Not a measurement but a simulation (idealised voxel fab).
Process module under the name voxel local oxidation
Pictured: cross-section cut, 290 nm wide, on a grid of 5 nm square cells.
Each cross-section below is a grid of square cells, stated as bands in top-down order, with one or more rows of cells making up each band. What a band's entry tells you: where the top is and where the bottom is, as heights in nm, and after that what lies inside, material by material from left to right, each with its width in nm. Empty space is written as the word "blank", and a single material marked with the word "throughout" occupies the band from edge to edge. Zero point of the height axis is 0; under it, received wafer = one material. Lowest band: continues down indefinitely, "0 nm and below". The notation "30..40" denotes a width that varies across the rows of cells in the band, beginning at the first number in the top row, finishing at the second number in the bottom row, and changing by an identical amount from each row to the next. Where the words "no alteration" appear for a step, the cross-section shows no cell changed by that step; every cell remained as before. "Closed cavities" specifies each empty space that is not open to the top and that occupies no fewer than 8 cells, using the form width x height at distance, the distance measured from the left edge and all three quantities in nm. Anything after a step's settings on that line? It's the simulator's own note about the step. overlay nm: right-of-plan distance of the mask on a masked step; negative values mean left-of-plan.
Steps planned for the process:
1. RECEIVE [material Si]
2. CONFORMAL_DEP [material SiO2] [thk nm 5]
3. CONFORMAL_DEP [material SiN] [thk nm 15]
4. MASKED_ETCH [tone cover] [mask id ACTIVE] [width nm 90] [pitch nm 130] [etch materials SiN] [depth nm 15] [overlay nm 0]
5. SELECTIVE_ETCH [etch materials SiO2] [depth nm 5]
6. OXIDIZE [depth nm 15]
7. STRIP [etch materials SiN]
Across this set of wafers, the varied parameter is the depth nm of step 5. Starting conditions are identical for every wafer, and the plan reports the value assigned to the first wafer.
Cross-section of the first of several received wafers, showing its state after step 1:
    0 nm and below  Si throughout
    Closed cavities: none
Quick look at the cross-section of the first of several wafers after step 7, which wraps up the module:
    5 nm to 0 nm  40 of blank, 80 of SiO2, 50 of blank, 80 of SiO2, 40 of blank
    0 nm to -15 nm  55 of SiO2, 50 of Si, 80 of SiO2, 50 of Si, 55 of SiO2
    -15 nm and below  Si throughout
    Closed cavities: none
Last wafer x-sec, end of module:
    5 nm to 0 nm  55 of blank, 50 of SiO2, 80 of blank, 50 of SiO2, 55 of blank
    0 nm to -15 nm  70 of SiO2, 20 of Si, 110 of SiO2, 20 of Si, 70 of SiO2
    -15 nm and below  Si throughout
    Closed cavities: none
Quick key for the table: a row per wafer, taken at the end of the module. For each material it tells you how many cells the wafer gained (+) or lost (-) since it came in, and the closed voids come after:
depth nm 5, -114 Si, +146 SiO2, Closed cavities: none
depth nm 10, -126 Si, +154 SiO2, Closed cavities: none
depth nm 15, -138 Si, +162 SiO2, Closed cavities: none
depth nm 20, -150 Si, +170 SiO2, Closed cavities: none
